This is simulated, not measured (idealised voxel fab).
The following process module bears the name voxel wiring stack.
It is cross-section cut that appears here, measuring 205 nm in width, its square cells being 5 nm in size.
In what follows, cross-sections appear as grids of square cells, described through bands that run from the top down, where every band is one or more rows of cells. For a band, the entry starts with two heights in nm, that of the top and then that of the bottom, and carries on with the band's materials in order from left to right, each alongside its width in nm; the word "full width" beside a single material means it fills the band edge to edge, and "blank" means empty space. A quick word on heights: they are counted from 0, and under that level the wafer as it came to us is one material throughout. The lowest band is different from the rest in having no bottom; it simply continues downward, written as in "0 nm and below". A width such as "30->40" changes by the same amount from each row of cells to the next, from the band's top row to its bottom row. Step note "remained unchanged" = no cross-section cell changed. "Closed void list": sealed empty spaces, 8 cells or more, no open way to top, listed width x height at distance, with distance from the left edge and width, height and distance in nm. The remark found on a step's line after its settings is issued by the simulator itself and pertains to that step. The "overlay nm" setting may appear on a step's line; for a step that uses a mask, it gives how far to the right of its planned position the mask lay, and a negative value indicates the left.

Process steps foreseen in the plan:
1: RECEIVE (material Si)
2: CONFORMAL_DEP (material SiO2; thk nm 10)
3: DIRECTIONAL_DEP (material TiN; thk nm 5)
4: DIRECTIONAL_DEP (material W; thk nm 25)
5: DIRECTIONAL_DEP (material aC; thk nm 15)
6: PATTERN (tone cover; mask id METAL_1; material resist; width nm 20; pitch nm 40; thk nm 35; overlay nm 0)
7: DIRECTIONAL_ETCH (etch materials aC; depth nm 15)
8: STRIP (etch materials resist)
9: DIRECTIONAL_ETCH (etch materials W; depth nm 25)
10: DIRECTIONAL_ETCH (etch materials TiN; depth nm 5)
11: STRIP (etch materials aC)
12: FILL_DEP (material SiO2; thk nm 5)
13: CMP (height nm 40)
14: CONFORMAL_DEP (material SiCN; thk nm 5)
15: DIRECTIONAL_DEP (material SiO2; thk nm 30)
16: MASKED_ETCH (tone open; mask id METAL_2_HOLES; width nm 15; pitch nm 40; etch materials SiO2; depth nm 30; overlay nm 0)
17: MASKED_ETCH (tone open; mask id METAL_2; width nm 20; pitch nm 40; etch materials SiO2; depth nm 20; overlay nm 0)
18: MASKED_ETCH (tone open; mask id METAL_2; width nm 20; pitch nm 40; etch materials SiCN; depth nm 5; overlay nm 0)
19: CONFORMAL_DEP (material TiN; thk nm 5)
20: FILL_DEP (material Ru; thk nm 5)
21: CMP (height nm 75)
22: CONFORMAL_DEP (material SiCN; thk nm 5)
23: DIRECTIONAL_DEP (material SiO2; thk nm 20)
24: MASKED_ETCH (tone open; mask id PLUG_2; width nm 15; pitch nm 80; etch materials SiO2; depth nm 20; overlay nm 0)
25: MASKED_ETCH (tone open; mask id PLUG_2; width nm 15; pitch nm 80; etch materials SiCN; depth nm 5; overlay nm 0)
26: CONFORMAL_DEP (material TiN; thk nm 5)
27: FILL_DEP (material W; thk nm 10)
28: CMP (height nm 100)
29: CONFORMAL_DEP (material SiN; thk nm 5)
30: DIRECTIONAL_DEP (material lowk; thk nm 20)
31: MASKED_ETCH (tone open; mask id METAL_3; width nm 20; pitch nm 40; etch materials lowk; depth nm 20; overlay nm 0)
32: MASKED_ETCH (tone open; mask id METAL_3; width nm 20; pitch nm 40; etch materials SiN; depth nm 5; overlay nm 0)
33: CONFORMAL_DEP (material TiN; thk nm 5)
34: FILL_DEP (material Cu; thk nm 5)
35: CMP (height nm 125)
36: CONFORMAL_DEP (material SiCN; thk nm 5)

The following pertains to the first of two wafers, which was processed as planned:

Received-state cross-section, reflecting completion of step 1:
* 0 nm and below  Si full width
* Closed void list: none

The wafer, seen in cross-section, after step 2:
* 10 nm to 0 nm  SiO2 full width
* Beneath the level 0, the cross-section is identical to its previous state.

The wafer, seen in cross-section, after step 3:
* 15 nm to 10 nm  TiN full width
* Beneath the level 10, the cross-section is identical to its previous state.

The wafer, seen in cross-section, after step 4:
* 40 nm to 15 nm  W full width
* Beneath the level 15, the cross-section is identical to its previous state.

The wafer, seen in cross-section, after step 5:
* 55 nm to 40 nm  aC full width
* Beneath the level 40, the cross-section is identical to its previous state.

The wafer, seen in cross-section, after step 6:
* 90 nm to 55 nm  30 nm blank, then 20 nm resist, then 20 nm blank, then 20 nm resist, then 20 nm blank, then 20 nm resist, then 20 nm blank, then 20 nm resist, then 35 nm blank
* Beneath the level 55, the cross-section is identical to its previous state.

The wafer, seen in cross-section, after step 7:
* 75 nm to 55 nm  30 nm blank, then 20 nm resist, then 20 nm blank, then 20 nm resist, then 20 nm blank, then 20 nm resist, then 20 nm blank, then 20 nm resist, then 35 nm blank
* 55 nm to 40 nm  30 nm blank, then 20 nm aC, then 20 nm blank, then 20 nm aC, then 20 nm blank, then 20 nm aC, then 20 nm blank, then 20 nm aC, then 35 nm blank
* Beneath the level 40, the cross-section is identical to its previous state.

The wafer, seen in cross-section, after step 8:
* 55 nm to 40 nm  30 nm blank, then 20 nm aC, then 20 nm blank, then 20 nm aC, then 20 nm blank, then 20 nm aC, then 20 nm blank, then 20 nm aC, then 35 nm blank
* Beneath the level 40, the cross-section is identical to its previous state.

The wafer, seen in cross-section, after step 9:
* 55 nm to 40 nm  30 nm blank, then 20 nm aC, then 20 nm blank, then 20 nm aC, then 20 nm blank, then 20 nm aC, then 20 nm blank, then 20 nm aC, then 35 nm blank
* 40 nm to 15 nm  30 nm blank, then 20 nm W, then 20 nm blank, then 20 nm W, then 20 nm blank, then 20 nm W, then 20 nm blank, then 20 nm W, then 35 nm blank
* Beneath the level 15, the cross-section is identical to its previous state.

The wafer, seen in cross-section, after step 10:
* 55 nm to 40 nm  30 nm blank, then 20 nm aC, then 20 nm blank, then 20 nm aC, then 20 nm blank, then 20 nm aC, then 20 nm blank, then 20 nm aC, then 35 nm blank
* 40 nm to 15 nm  30 nm blank, then 20 nm W, then 20 nm blank, then 20 nm W, then 20 nm blank, then 20 nm W, then 20 nm blank, then 20 nm W, then 35 nm blank
* 15 nm to 10 nm  30 nm blank, then 20 nm TiN, then 20 nm blank, then 20 nm TiN, then 20 nm blank, then 20 nm TiN, then 20 nm blank, then 20 nm TiN, then 35 nm blank
* Beneath the level 10, the cross-section is identical to its previous state.

The wafer, seen in cross-section, after step 11:
* 40 nm to 15 nm  30 nm blank, then 20 nm W, then 20 nm blank, then 20 nm W, then 20 nm blank, then 20 nm W, then 20 nm blank, then 20 nm W, then 35 nm blank
* Beneath the level 15, the cross-section is identical to its previous state.

The wafer, seen in cross-section, after step 12:
* 45 nm to 40 nm  SiO2 full width
* 40 nm to 15 nm  30 nm SiO2, then 20 nm W, then 20 nm SiO2, then 20 nm W, then 20 nm SiO2, then 20 nm W, then 20 nm SiO2, then 20 nm W, then 35 nm SiO2
* 15 nm to 10 nm  30 nm SiO2, then 20 nm TiN, then 20 nm SiO2, then 20 nm TiN, then 20 nm SiO2, then 20 nm TiN, then 20 nm SiO2, then 20 nm TiN, then 35 nm SiO2
* Beneath the level 10, the cross-section is identical to its previous state.

The wafer, seen in cross-section, after step 13:
* 40 nm to 15 nm  30 nm SiO2, then 20 nm W, then 20 nm SiO2, then 20 nm W, then 20 nm SiO2, then 20 nm W, then 20 nm SiO2, then 20 nm W, then 35 nm SiO2
* Beneath the level 15, the cross-section is identical to its previous state.

The wafer, seen in cross-section, after step 14:
* 45 nm to 40 nm  SiCN full width
* Beneath the level 40, the cross-section is identical to its previous state.

The wafer, seen in cross-section, after step 15:
* 75 nm to 45 nm  SiO2 full width
* Beneath the level 45, the cross-section is identical to its previous state.

The wafer, seen in cross-section, after step 16:
* 75 nm to 45 nm  30 nm SiO2, then 15 nm blank, then 25 nm SiO2, then 15 nm blank, then 25 nm SiO2, then 15 nm blank, then 25 nm SiO2, then 15 nm blank, then 40 nm SiO2
* Beneath the level 45, the cross-section is identical to its previous state.

The wafer, seen in cross-section, after step 17:
* 75 nm to 55 nm  30 nm SiO2, then 20 nm blank, then 20 nm SiO2, then 20 nm blank, then 20 nm SiO2, then 20 nm blank, then 20 nm SiO2, then 20 nm blank, then 35 nm SiO2
* Beneath the level 55, the cross-section is identical to its previous state.

The wafer, seen in cross-section, after step 18:
* 75 nm to 55 nm  30 nm SiO2, then 20 nm blank, then 20 nm SiO2, then 20 nm blank, then 20 nm SiO2, then 20 nm blank, then 20 nm SiO2, then 20 nm blank, then 35 nm SiO2
* 55 nm to 45 nm  30 nm SiO2, then 15 nm blank, then 25 nm SiO2, then 15 nm blank, then 25 nm SiO2, then 15 nm blank, then 25 nm SiO2, then 15 nm blank, then 40 nm SiO2
* 45 nm to 40 nm  30 nm SiCN, then 15 nm blank, then 25 nm SiCN, then 15 nm blank, then 25 nm SiCN, then 15 nm blank, then 25 nm SiCN, then 15 nm blank, then 40 nm SiCN
* Beneath the level 40, the cross-section is identical to its previous state.

The wafer, seen in cross-section, after step 19:
* 80 nm to 75 nm  35 nm TiN, then 10 nm blank, then 30 nm TiN, then 10 nm blank, then 30 nm TiN, then 10 nm blank, then 30 nm TiN, then 10 nm blank, then 40 nm TiN
* 75 nm to 60 nm  30 nm SiO2, then 5 nm TiN, then 10 nm blank, then 5 nm TiN, then 20 nm SiO2, then 5 nm TiN, then 10 nm blank, then 5 nm TiN, then 20 nm SiO2, then 5 nm TiN, then 10 nm blank, then 5 nm TiN, then 20 nm SiO2, then 5 nm TiN, then 10 nm blank, then 5 nm TiN, then 35 nm SiO2
* 60 nm to 55 nm  30 nm SiO2, then 5 nm TiN, then 5 nm blank, then 10 nm TiN, then 20 nm SiO2, then 5 nm TiN, then 5 nm blank, then 10 nm TiN, then 20 nm SiO2, then 5 nm TiN, then 5 nm blank, then 10 nm TiN, then 20 nm SiO2, then 5 nm TiN, then 5 nm blank, then 10 nm TiN, then 35 nm SiO2
* 55 nm to 45 nm  30 nm SiO2, then 5 nm TiN, then 5 nm blank, then 5 nm TiN, then 25 nm SiO2, then 5 nm TiN, then 5 nm blank, then 5 nm TiN, then 25 nm SiO2, then 5 nm TiN, then 5 nm blank, then 5 nm TiN, then 25 nm SiO2, then 5 nm TiN, then 5 nm blank, then 5 nm TiN, then 40 nm SiO2
* 45 nm to 40 nm  30 nm SiCN, then 15 nm TiN, then 25 nm SiCN, then 15 nm TiN, then 25 nm SiCN, then 15 nm TiN, then 25 nm SiCN, then 15 nm TiN, then 40 nm SiCN
* Beneath the level 40, the cross-section is identical to its previous state.

The wafer, seen in cross-section, after step 20:
* 85 nm to 80 nm  Ru full width
* 80 nm to 75 nm  35 nm TiN, then 10 nm Ru, then 30 nm TiN, then 10 nm Ru, then 30 nm TiN, then 10 nm Ru, then 30 nm TiN, then 10 nm Ru, then 40 nm TiN
* 75 nm to 60 nm  30 nm SiO2, then 5 nm TiN, then 10 nm Ru, then 5 nm TiN, then 20 nm SiO2, then 5 nm TiN, then 10 nm Ru, then 5 nm TiN, then 20 nm SiO2, then 5 nm TiN, then 10 nm Ru, then 5 nm TiN, then 20 nm SiO2, then 5 nm TiN, then 10 nm Ru, then 5 nm TiN, then 35 nm SiO2
* 60 nm to 55 nm  30 nm SiO2, then 5 nm TiN, then 5 nm Ru, then 10 nm TiN, then 20 nm SiO2, then 5 nm TiN, then 5 nm Ru, then 10 nm TiN, then 20 nm SiO2, then 5 nm TiN, then 5 nm Ru, then 10 nm TiN, then 20 nm SiO2, then 5 nm TiN, then 5 nm Ru, then 10 nm TiN, then 35 nm SiO2
* 55 nm to 45 nm  30 nm SiO2, then 5 nm TiN, then 5 nm Ru, then 5 nm TiN, then 25 nm SiO2, then 5 nm TiN, then 5 nm Ru, then 5 nm TiN, then 25 nm SiO2, then 5 nm TiN, then 5 nm Ru, then 5 nm TiN, then 25 nm SiO2, then 5 nm TiN, then 5 nm Ru, then 5 nm TiN, then 40 nm SiO2
* Beneath the level 45, the cross-section is identical to its previous state.

The wafer, seen in cross-section, after step 21:
* 75 nm to 60 nm  30 nm SiO2, then 5 nm TiN, then 10 nm Ru, then 5 nm TiN, then 20 nm SiO2, then 5 nm TiN, then 10 nm Ru, then 5 nm TiN, then 20 nm SiO2, then 5 nm TiN, then 10 nm Ru, then 5 nm TiN, then 20 nm SiO2, then 5 nm TiN, then 10 nm Ru, then 5 nm TiN, then 35 nm SiO2
* Beneath the level 60, the cross-section is identical to its previous state.

The wafer, seen in cross-section, after step 22:
* 80 nm to 75 nm  SiCN full width
* Beneath the level 75, the cross-section is identical to its previous state.

The wafer, seen in cross-section, after step 23:
* 100 nm to 80 nm  SiO2 full width
* Beneath the level 80, the cross-section is identical to its previous state.

The wafer, seen in cross-section, after step 24:
* 100 nm to 80 nm  30 nm SiO2, then 15 nm blank, then 65 nm SiO2, then 15 nm blank, then 80 nm SiO2
* Beneath the level 80, the cross-section is identical to its previous state.

The wafer, seen in cross-section, after step 25:
* 100 nm to 80 nm  30 nm SiO2, then 15 nm blank, then 65 nm SiO2, then 15 nm blank, then 80 nm SiO2
* 80 nm to 75 nm  30 nm SiCN, then 15 nm blank, then 65 nm SiCN, then 15 nm blank, then 80 nm SiCN
* Beneath the level 75, the cross-section is identical to its previous state.

The wafer, seen in cross-section, after step 26:
* 105 nm to 100 nm  35 nm TiN, then 5 nm blank, then 75 nm TiN, then 5 nm blank, then 85 nm TiN
* 100 nm to 80 nm  30 nm SiO2, then 5 nm TiN, then 5 nm blank, then 5 nm TiN, then 65 nm SiO2, then 5 nm TiN, then 5 nm blank, then 5 nm TiN, then 80 nm SiO2
* 80 nm to 75 nm  30 nm SiCN, then 15 nm TiN, then 65 nm SiCN, then 15 nm TiN, then 80 nm SiCN
* Beneath the level 75, the cross-section is identical to its previous state.

The wafer, seen in cross-section, after step 27:
* 115 nm to 105 nm  W full width
* 105 nm to 100 nm  35 nm TiN, then 5 nm W, then 75 nm TiN, then 5 nm W, then 85 nm TiN
* 100 nm to 80 nm  30 nm SiO2, then 5 nm TiN, then 5 nm W, then 5 nm TiN, then 65 nm SiO2, then 5 nm TiN, then 5 nm W, then 5 nm TiN, then 80 nm SiO2
* Beneath the level 80, the cross-section is identical to its previous state.

The wafer, seen in cross-section, after step 28:
* 100 nm to 80 nm  30 nm SiO2, then 5 nm TiN, then 5 nm W, then 5 nm TiN, then 65 nm SiO2, then 5 nm TiN, then 5 nm W, then 5 nm TiN, then 80 nm SiO2
* Beneath the level 80, the cross-section is identical to its previous state.

The wafer, seen in cross-section, after step 29:
* 105 nm to 100 nm  SiN full width
* Beneath the level 100, the cross-section is identical to its previous state.

The wafer, seen in cross-section, after step 30:
* 125 nm to 105 nm  lowk full width
* Beneath the level 105, the cross-section is identical to its previous state.

The wafer, seen in cross-section, after step 31:
* 125 nm to 105 nm  30 nm lowk, then 20 nm blank, then 20 nm lowk, then 20 nm blank, then 20 nm lowk, then 20 nm blank, then 20 nm lowk, then 20 nm blank, then 35 nm lowk
* Beneath the level 105, the cross-section is identical to its previous state.

The wafer, seen in cross-section, after step 32:
* 125 nm to 105 nm  30 nm lowk, then 20 nm blank, then 20 nm lowk, then 20 nm blank, then 20 nm lowk, then 20 nm blank, then 20 nm lowk, then 20 nm blank, then 35 nm lowk
* 105 nm to 100 nm  30 nm SiN, then 20 nm blank, then 20 nm SiN, then 20 nm blank, then 20 nm SiN, then 20 nm blank, then 20 nm SiN, then 20 nm blank, then 35 nm SiN
* Beneath the level 100, the cross-section is identical to its previous state.

The wafer, seen in cross-section, after step 33:
* 130 nm to 125 nm  35 nm TiN, then 10 nm blank, then 30 nm TiN, then 10 nm blank, then 30 nm TiN, then 10 nm blank, then 30 nm TiN, then 10 nm blank, then 40 nm TiN
* 125 nm to 105 nm  30 nm lowk, then 5 nm TiN, then 10 nm blank, then 5 nm TiN, then 20 nm lowk, then 5 nm TiN, then 10 nm blank, then 5 nm TiN, then 20 nm lowk, then 5 nm TiN, then 10 nm blank, then 5 nm TiN, then 20 nm lowk, then 5 nm TiN, then 10 nm blank, then 5 nm TiN, then 35 nm lowk
* 105 nm to 100 nm  30 nm SiN, then 20 nm TiN, then 20 nm SiN, then 20 nm TiN, then 20 nm SiN, then 20 nm TiN, then 20 nm SiN, then 20 nm TiN, then 35 nm SiN
* Beneath the level 100, the cross-section is identical to its previous state.

The wafer, seen in cross-section, after step 34:
* 135 nm to 130 nm  Cu full width
* 130 nm to 125 nm  35 nm TiN, then 10 nm Cu, then 30 nm TiN, then 10 nm Cu, then 30 nm TiN, then 10 nm Cu, then 30 nm TiN, then 10 nm Cu, then 40 nm TiN
* 125 nm to 105 nm  30 nm lowk, then 5 nm TiN, then 10 nm Cu, then 5 nm TiN, then 20 nm lowk, then 5 nm TiN, then 10 nm Cu, then 5 nm TiN, then 20 nm lowk, then 5 nm TiN, then 10 nm Cu, then 5 nm TiN, then 20 nm lowk, then 5 nm TiN, then 10 nm Cu, then 5 nm TiN, then 35 nm lowk
* Beneath the level 105, the cross-section is identical to its previous state.

The wafer, seen in cross-section, after step 35:
* 125 nm to 105 nm  30 nm lowk, then 5 nm TiN, then 10 nm Cu, then 5 nm TiN, then 20 nm lowk, then 5 nm TiN, then 10 nm Cu, then 5 nm TiN, then 20 nm lowk, then 5 nm TiN, then 10 nm Cu, then 5 nm TiN, then 20 nm lowk, then 5 nm TiN, then 10 nm Cu, then 5 nm TiN, then 35 nm lowk
* Beneath the level 105, the cross-section is identical to its previous state.

The wafer, seen in cross-section, after step 36:
* 130 nm to 125 nm  SiCN full width
* Beneath the level 125, the cross-section is identical to its previous state.

Second Wafer (Identical Start and Plan, One Processing Error; Matches First Wafer Through Step 30):

Cross-sectional representation of the second wafer at the time designated in the plan for the completion of step 31:
* 125 nm to 105 nm  30 nm blank, then 20 nm lowk, then 20 nm blank, then 20 nm lowk, then 20 nm blank, then 20 nm lowk, then 20 nm blank, then 20 nm lowk, then 35 nm blank
* Beneath the level 105, the cross-section is identical to its previous state.

Cross-sectional representation of the second wafer at the time designated in the plan for the completion of step 32: remained unchanged

Cross-sectional representation of the second wafer at the time designated in the plan for the completion of step 33:
* 130 nm to 125 nm  25 nm blank, then 30 nm TiN, then 10 nm blank, then 30 nm TiN, then 10 nm blank, then 30 nm TiN, then 10 nm blank, then 30 nm TiN, then 30 nm blank
* 125 nm to 110 nm  25 nm blank, then 5 nm TiN, then 20 nm lowk, then 5 nm TiN, then 10 nm blank, then 5 nm TiN, then 20 nm lowk, then 5 nm TiN, then 10 nm blank, then 5 nm TiN, then 20 nm lowk, then 5 nm TiN, then 10 nm blank, then 5 nm TiN, then 20 nm lowk, then 5 nm TiN, then 30 nm blank
* 110 nm to 105 nm  30 nm TiN, then 20 nm lowk, then 20 nm TiN, then 20 nm lowk, then 20 nm TiN, then 20 nm lowk, then 20 nm TiN, then 20 nm lowk, then 35 nm TiN
* Beneath the level 105, the cross-section is identical to its previous state.

Cross-sectional representation of the second wafer at the time designated in the plan for the completion of step 34:
* 135 nm to 130 nm  Cu full width
* 130 nm to 125 nm  25 nm Cu, then 30 nm TiN, then 10 nm Cu, then 30 nm TiN, then 10 nm Cu, then 30 nm TiN, then 10 nm Cu, then 30 nm TiN, then 30 nm Cu
* 125 nm to 110 nm  25 nm Cu, then 5 nm TiN, then 20 nm lowk, then 5 nm TiN, then 10 nm Cu, then 5 nm TiN, then 20 nm lowk, then 5 nm TiN, then 10 nm Cu, then 5 nm TiN, then 20 nm lowk, then 5 nm TiN, then 10 nm Cu, then 5 nm TiN, then 20 nm lowk, then 5 nm TiN, then 30 nm Cu
* Beneath the level 110, the cross-section is identical to its previous state.

Cross-sectional representation of the second wafer at the time designated in the plan for the completion of step 35:
* 125 nm to 110 nm  25 nm Cu, then 5 nm TiN, then 20 nm lowk, then 5 nm TiN, then 10 nm Cu, then 5 nm TiN, then 20 nm lowk, then 5 nm TiN, then 10 nm Cu, then 5 nm TiN, then 20 nm lowk, then 5 nm TiN, then 10 nm Cu, then 5 nm TiN, then 20 nm lowk, then 5 nm TiN, then 30 nm Cu
* Beneath the level 110, the cross-section is identical to its previous state.

Cross-sectional representation of the second wafer at the time designated in the plan for the completion of step 36:
* 130 nm to 125 nm  SiCN full width
* Beneath the level 125, the cross-section is identical to its previous state.
Deviation noted in wafer processing: step 31 deviated from plan and actually ran as MASKED_ETCH (tone cover; mask id METAL_3; width nm 20; pitch nm 40; etch materials lowk; depth nm 20; overlay nm 0)
Materials where the second wafer ends with more or fewer cells than the first: +19 Cu; +16 SiN; +1 TiN; -36 lowk
